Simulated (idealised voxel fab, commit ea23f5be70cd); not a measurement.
The following process module bears the name voxel wiring stack.
We display cut, a cross-section 165 nm in width whose square cells are each 5 nm.
This document writes a cross-section as a grid whose cells are square, and gives it as bands, listed from the top down; one or more rows of cells form a band.
Each band's line starts with the height of the band's top and of its bottom, in nm. Then come its materials from left to right, each with its width in nm. One material with "edge to edge" fills the band from edge to edge. "empty" is empty space.
Heads up on the height convention: 0 is the point under which the incoming wafer is all one material, and the lowest band has no bottom, it just keeps going down, like "z 0 and below".
With a width like "30..40", each row of cells in the band differs from the next by the same amount, the top row carrying the first number and the bottom row the second.
Key: "everything unchanged" - step with no changed cell in the cross-section.
The entry titled "Closed voids list" provides the empty spaces that have no open way to the top, restricted to those of 8 cells or more. Each is presented as width x height at distance, the distance being measured from the left edge, with all three in nm.
That trailing text on a step's line, after the settings, is the simulator's own remark on the step.
overlay nm, on a step with a mask: how far to the right of its planned place the mask lay; to the left if negative

BELOW IS THE LIST OF PLANNED PROCESS STEPS
1 RECEIVE [material Si]
2 CONFORMAL_DEP [material SiO2] [thk nm 15]
3 DIRECTIONAL_DEP [material TiN] [thk nm 5]
4 DIRECTIONAL_DEP [material W] [thk nm 15]
5 PATTERN [tone cover] [mask id METAL_1] [material resist] [width nm 30] [pitch nm 50] [thk nm 15] [overlay nm 0]
6 DIRECTIONAL_ETCH [etch materials W] [depth nm 15]
7 DIRECTIONAL_ETCH [etch materials TiN] [depth nm 5]
8 STRIP [etch materials resist]
9 FILL_DEP [material lowk] [thk nm 5]
10 CMP [height nm 35]
11 CONFORMAL_DEP [material SiCN] [thk nm 5]
12 DIRECTIONAL_DEP [material SiO2] [thk nm 25]
13 MASKED_ETCH [tone open] [mask id METAL_2_HOLES] [width nm 15] [pitch nm 50] [etch materials SiO2] [depth nm 25] [overlay nm 0]
14 PATTERN [tone open] [mask id METAL_2] [material resist] [width nm 30] [pitch nm 50] [thk nm 15] [overlay nm 0]
15 DIRECTIONAL_ETCH [etch materials SiO2] [depth nm 15]
16 DIRECTIONAL_ETCH [etch materials SiCN] [depth nm 5]
17 STRIP [etch materials resist]
18 CONFORMAL_DEP [material TiN] [thk nm 5]
19 FILL_DEP [material Cu] [thk nm 5]
20 CMP [height nm 65]
21 CONFORMAL_DEP [material SiCN] [thk nm 5]
22 DIRECTIONAL_DEP [material lowk] [thk nm 20]
23 PATTERN [tone open] [mask id PLUG_2] [material resist] [width nm 15] [pitch nm 50] [thk nm 15] [overlay nm 0]
24 DIRECTIONAL_ETCH [etch materials lowk] [depth nm 20]
25 DIRECTIONAL_ETCH [etch materials SiCN] [depth nm 5]
26 STRIP [etch materials resist]
27 EPI [material Ru] [thk nm 10]
28 EPI [material Ru] [thk nm 10]
29 EPI [material Ru] [thk nm 5]
30 DIRECTIONAL_DEP [material TiN] [thk nm 5]
31 DIRECTIONAL_DEP [material Ru] [thk nm 20]
32 MASKED_ETCH [tone cover] [mask id METAL_3] [width nm 30] [pitch nm 50] [etch materials Ru] [depth nm 20] [overlay nm 0]
33 MASKED_ETCH [tone cover] [mask id METAL_3] [width nm 30] [pitch nm 50] [etch materials TiN] [depth nm 5] [overlay nm 0]
34 FILL_DEP [material SiO2] [thk nm 5]
35 CMP [height nm 115]
36 CONFORMAL_DEP [material SiCN] [thk nm 5]

FIRST OF THE TWO WAFERS, RUN PER PLAN

CROSS-SECTION OF THE WAFER UPON ARRIVAL, REPRESENTING THE STATE REACHED AFTER STEP 1
	z 0 and below  Si edge to edge
	Closed voids list: none

YOU'RE LOOKING AT A CROSS-SECTION OF THE WAFER AFTER STEP 2
	z 15 to 0  SiO2 edge to edge
	Lower than 0, everything is as it was.

YOU'RE LOOKING AT A CROSS-SECTION OF THE WAFER AFTER STEP 3
	z 20 to 15  TiN edge to edge
	Lower than 15, everything is as it was.

YOU'RE LOOKING AT A CROSS-SECTION OF THE WAFER AFTER STEP 4
	z 35 to 20  W edge to edge
	Lower than 20, everything is as it was.

YOU'RE LOOKING AT A CROSS-SECTION OF THE WAFER AFTER STEP 5
	z 50 to 35  empty 40 | resist 30 | empty 20 | resist 30 | empty 45
	Lower than 35, everything is as it was.

YOU'RE LOOKING AT A CROSS-SECTION OF THE WAFER AFTER STEP 6
	z 50 to 35  empty 40 | resist 30 | empty 20 | resist 30 | empty 45
	z 35 to 20  empty 40 | W 30 | empty 20 | W 30 | empty 45
	Lower than 20, everything is as it was.

YOU'RE LOOKING AT A CROSS-SECTION OF THE WAFER AFTER STEP 7
	z 50 to 35  empty 40 | resist 30 | empty 20 | resist 30 | empty 45
	z 35 to 20  empty 40 | W 30 | empty 20 | W 30 | empty 45
	z 20 to 15  empty 40 | TiN 30 | empty 20 | TiN 30 | empty 45
	Lower than 15, everything is as it was.

YOU'RE LOOKING AT A CROSS-SECTION OF THE WAFER AFTER STEP 8
	z 35 to 20  empty 40 | W 30 | empty 20 | W 30 | empty 45
	Lower than 20, everything is as it was.

YOU'RE LOOKING AT A CROSS-SECTION OF THE WAFER AFTER STEP 9
	z 40 to 35  lowk edge to edge
	z 35 to 20  lowk 40 | W 30 | lowk 20 | W 30 | lowk 45
	z 20 to 15  lowk 40 | TiN 30 | lowk 20 | TiN 30 | lowk 45
	Lower than 15, everything is as it was.

YOU'RE LOOKING AT A CROSS-SECTION OF THE WAFER AFTER STEP 10
	z 35 to 20  lowk 40 | W 30 | lowk 20 | W 30 | lowk 45
	Lower than 20, everything is as it was.

YOU'RE LOOKING AT A CROSS-SECTION OF THE WAFER AFTER STEP 11
	z 40 to 35  SiCN edge to edge
	Lower than 35, everything is as it was.

YOU'RE LOOKING AT A CROSS-SECTION OF THE WAFER AFTER STEP 12
	z 65 to 40  SiO2 edge to edge
	Lower than 40, everything is as it was.

YOU'RE LOOKING AT A CROSS-SECTION OF THE WAFER AFTER STEP 13
	z 65 to 40  SiO2 40 | empty 15 | SiO2 35 | empty 15 | SiO2 60
	Lower than 40, everything is as it was.

YOU'RE LOOKING AT A CROSS-SECTION OF THE WAFER AFTER STEP 14
	z 80 to 65  resist 40 | empty 30 | resist 20 | empty 30 | resist 45
	Lower than 65, everything is as it was.

YOU'RE LOOKING AT A CROSS-SECTION OF THE WAFER AFTER STEP 15
	z 80 to 65  resist 40 | empty 30 | resist 20 | empty 30 | resist 45
	z 65 to 50  SiO2 40 | empty 30 | SiO2 20 | empty 30 | SiO2 45
	Lower than 50, everything is as it was.

YOU'RE LOOKING AT A CROSS-SECTION OF THE WAFER AFTER STEP 16
	z 80 to 65  resist 40 | empty 30 | resist 20 | empty 30 | resist 45
	z 65 to 50  SiO2 40 | empty 30 | SiO2 20 | empty 30 | SiO2 45
	z 50 to 40  SiO2 40 | empty 15 | SiO2 35 | empty 15 | SiO2 60
	z 40 to 35  SiCN 40 | empty 15 | SiCN 35 | empty 15 | SiCN 60
	Lower than 35, everything is as it was.

YOU'RE LOOKING AT A CROSS-SECTION OF THE WAFER AFTER STEP 17
	z 65 to 50  SiO2 40 | empty 30 | SiO2 20 | empty 30 | SiO2 45
	Lower than 50, everything is as it was.

YOU'RE LOOKING AT A CROSS-SECTION OF THE WAFER AFTER STEP 18
	z 70 to 65  TiN 45 | empty 20 | TiN 30 | empty 20 | TiN 50
	z 65 to 55  SiO2 40 | TiN 5 | empty 20 | TiN 5 | SiO2 20 | TiN 5 | empty 20 | TiN 5 | SiO2 45
	z 55 to 50  SiO2 40 | TiN 5 | empty 5 | TiN 20 | SiO2 20 | TiN 5 | empty 5 | TiN 20 | SiO2 45
	z 50 to 40  SiO2 40 | TiN 5 | empty 5 | TiN 5 | SiO2 35 | TiN 5 | empty 5 | TiN 5 | SiO2 60
	z 40 to 35  SiCN 40 | TiN 15 | SiCN 35 | TiN 15 | SiCN 60
	Lower than 35, everything is as it was.

YOU'RE LOOKING AT A CROSS-SECTION OF THE WAFER AFTER STEP 19
	z 75 to 70  Cu edge to edge
	z 70 to 65  TiN 45 | Cu 20 | TiN 30 | Cu 20 | TiN 50
	z 65 to 55  SiO2 40 | TiN 5 | Cu 20 | TiN 5 | SiO2 20 | TiN 5 | Cu 20 | TiN 5 | SiO2 45
	z 55 to 50  SiO2 40 | TiN 5 | Cu 5 | TiN 20 | SiO2 20 | TiN 5 | Cu 5 | TiN 20 | SiO2 45
	z 50 to 40  SiO2 40 | TiN 5 | Cu 5 | TiN 5 | SiO2 35 | TiN 5 | Cu 5 | TiN 5 | SiO2 60
	Lower than 40, everything is as it was.

YOU'RE LOOKING AT A CROSS-SECTION OF THE WAFER AFTER STEP 20
	z 65 to 55  SiO2 40 | TiN 5 | Cu 20 | TiN 5 | SiO2 20 | TiN 5 | Cu 20 | TiN 5 | SiO2 45
	Lower than 55, everything is as it was.

YOU'RE LOOKING AT A CROSS-SECTION OF THE WAFER AFTER STEP 21
	z 70 to 65  SiCN edge to edge
	Lower than 65, everything is as it was.

YOU'RE LOOKING AT A CROSS-SECTION OF THE WAFER AFTER STEP 22
	z 90 to 70  lowk edge to edge
	Lower than 70, everything is as it was.

YOU'RE LOOKING AT A CROSS-SECTION OF THE WAFER AFTER STEP 23
	z 105 to 90  resist 40 | empty 15 | resist 35 | empty 15 | resist 60
	Lower than 90, everything is as it was.

YOU'RE LOOKING AT A CROSS-SECTION OF THE WAFER AFTER STEP 24
	z 105 to 90  resist 40 | empty 15 | resist 35 | empty 15 | resist 60
	z 90 to 70  lowk 40 | empty 15 | lowk 35 | empty 15 | lowk 60
	Lower than 70, everything is as it was.

YOU'RE LOOKING AT A CROSS-SECTION OF THE WAFER AFTER STEP 25
	z 105 to 90  resist 40 | empty 15 | resist 35 | empty 15 | resist 60
	z 90 to 70  lowk 40 | empty 15 | lowk 35 | empty 15 | lowk 60
	z 70 to 65  SiCN 40 | empty 15 | SiCN 35 | empty 15 | SiCN 60
	Lower than 65, everything is as it was.

YOU'RE LOOKING AT A CROSS-SECTION OF THE WAFER AFTER STEP 26
	z 90 to 70  lowk 40 | empty 15 | lowk 35 | empty 15 | lowk 60
	Lower than 70, everything is as it was.

YOU'RE LOOKING AT A CROSS-SECTION OF THE WAFER AFTER STEP 27
	z 90 to 75  lowk 40 | empty 15 | lowk 35 | empty 15 | lowk 60
	z 75 to 70  lowk 40 | Ru 15 | lowk 35 | Ru 15 | lowk 60
	z 70 to 65  SiCN 40 | Ru 15 | SiCN 35 | Ru 15 | SiCN 60
	Lower than 65, everything is as it was.

YOU'RE LOOKING AT A CROSS-SECTION OF THE WAFER AFTER STEP 28
	z 90 to 85  lowk 40 | empty 15 | lowk 35 | empty 15 | lowk 60
	z 85 to 70  lowk 40 | Ru 15 | lowk 35 | Ru 15 | lowk 60
	Lower than 70, everything is as it was.

YOU'RE LOOKING AT A CROSS-SECTION OF THE WAFER AFTER STEP 29
	z 90 to 70  lowk 40 | Ru 15 | lowk 35 | Ru 15 | lowk 60
	Lower than 70, everything is as it was.

YOU'RE LOOKING AT A CROSS-SECTION OF THE WAFER AFTER STEP 30
	z 95 to 90  TiN edge to edge
	Lower than 90, everything is as it was.

YOU'RE LOOKING AT A CROSS-SECTION OF THE WAFER AFTER STEP 31
	z 115 to 95  Ru edge to edge
	Lower than 95, everything is as it was.

YOU'RE LOOKING AT A CROSS-SECTION OF THE WAFER AFTER STEP 32
	z 115 to 95  empty 40 | Ru 30 | empty 20 | Ru 30 | empty 45
	Lower than 95, everything is as it was.

YOU'RE LOOKING AT A CROSS-SECTION OF THE WAFER AFTER STEP 33
	z 115 to 95  empty 40 | Ru 30 | empty 20 | Ru 30 | empty 45
	z 95 to 90  empty 40 | TiN 30 | empty 20 | TiN 30 | empty 45
	Lower than 90, everything is as it was.

YOU'RE LOOKING AT A CROSS-SECTION OF THE WAFER AFTER STEP 34
	z 120 to 115  SiO2 edge to edge
	z 115 to 95  SiO2 40 | Ru 30 | SiO2 20 | Ru 30 | SiO2 45
	z 95 to 90  SiO2 40 | TiN 30 | SiO2 20 | TiN 30 | SiO2 45
	Lower than 90, everything is as it was.

YOU'RE LOOKING AT A CROSS-SECTION OF THE WAFER AFTER STEP 35
	z 115 to 95  SiO2 40 | Ru 30 | SiO2 20 | Ru 30 | SiO2 45
	Lower than 95, everything is as it was.

YOU'RE LOOKING AT A CROSS-SECTION OF THE WAFER AFTER STEP 36
	z 120 to 115  SiCN edge to edge
	Lower than 115, everything is as it was.

HERE THE SECOND WAFER IS DESCRIBED. ITS START AND ITS PLAN WERE THOSE OF THE FIRST WAFER. ITS RUN CONTAINED ONE MISTAKE. UP TO AND INCLUDING STEP 31, IT DID EXACTLY WHAT THE FIRST WAFER DID

CROSS-SECTION OF THE SECOND WAFER AT THE TIME STEP 32 OF THE PLAN SHOULD HAVE ENDED
	z 115 to 95  Ru 40 | empty 30 | Ru 20 | empty 30 | Ru 45
	Lower than 95, everything is as it was.

Cross-section of the second wafer at the time step 33 of the plan should have ended: everything unchanged

CROSS-SECTION OF THE SECOND WAFER AT THE TIME STEP 34 OF THE PLAN SHOULD HAVE ENDED
	z 120 to 115  SiO2 edge to edge
	z 115 to 95  Ru 40 | SiO2 30 | Ru 20 | SiO2 30 | Ru 45
	Lower than 95, everything is as it was.

CROSS-SECTION OF THE SECOND WAFER AT THE TIME STEP 35 OF THE PLAN SHOULD HAVE ENDED
	z 115 to 95  Ru 40 | SiO2 30 | Ru 20 | SiO2 30 | Ru 45
	Lower than 95, everything is as it was.

CROSS-SECTION OF THE SECOND WAFER AT THE TIME STEP 36 OF THE PLAN SHOULD HAVE ENDED
	z 120 to 115  SiCN edge to edge
	Lower than 115, everything is as it was.
Error vs. plan: not per plan at step 32, really ran MASKED_ETCH [tone open] [mask id METAL_3] [width nm 30] [pitch nm 50] [etch materials Ru] [depth nm 20] [overlay nm 0]
Upon completion, the second wafer contains, in terms of cells, a greater or smaller amount of certain materials than the first wafer: 36 more of Ru | 57 fewer of SiO2 | 21 more of TiN
